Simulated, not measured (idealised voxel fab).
Process module under the name voxel local oxidation
The width of the displayed cross-section, cut, is 170 nm; its cells are square, with a size of 5 nm.
Cross-section spec: square-cell grid; bands listed top down; each band is one or more rows. Band: top and bottom heights (nm) first, top before bottom; then materials from left to right, widths in nm. "full width" marks a sole material filling the band edge to edge. "empty" denotes empty space. Heights are expressed relative to 0, this being the level below which the as-received wafer comprises one material exclusively. The lowest band is unbounded in the downward direction and is denoted as in "0 down". Think of "30..40" as a width that walks from the first number to the second as you go down the band, top row to bottom row, taking equal-sized steps from row to row. Given "changes: none" for a step, no cell of the cross-section differs between before and after that step. Entry "Enclosed cavities". Content: empty spaces with no open connection to the top, size 8 cells or greater. Each: width x height at distance. Distance: from left edge. Unit: nm. Whatever follows a step's settings on its line is a remark the simulator itself makes about that step. overlay nm: right-of-plan distance of the mask on a masked step; negative values mean left-of-plan.
Steps in the process plan:
1: RECEIVE: material Si
2: OXIDIZE: depth nm 5
3: CONFORMAL_DEP: material SiN, thk nm 10
4: MASKED_ETCH: tone cover, mask id ACTIVE, width nm 90, etch materials SiN, depth nm 10, overlay nm 0
5: SELECTIVE_ETCH: etch materials SiO2, depth nm 5
6: OXIDIZE: depth nm 10
7: STRIP: etch materials SiN
Split variable: width nm, step 4. Plan value = first wafer. Wafers start alike.
first wafer as received, after step 1:
	0 down | Si full width
	Enclosed cavities: none
Each row below is a wafer at the end of the module, listing for every material the number of cells it has gained (+) or lost (-) since it was received, followed by its closed voids:
width nm 90; -78 Si; +60 SiO2; Enclosed cavities: none
width nm 95; -76 Si; +59 SiO2; Enclosed cavities: none
width nm 100; -74 Si; +58 SiO2; Enclosed cavities: none
width nm 105; -72 Si; +57 SiO2; Enclosed cavities: none
width nm 110; -70 Si; +56 SiO2; Enclosed cavities: none
width nm 115; -68 Si; +55 SiO2; Enclosed cavities: none
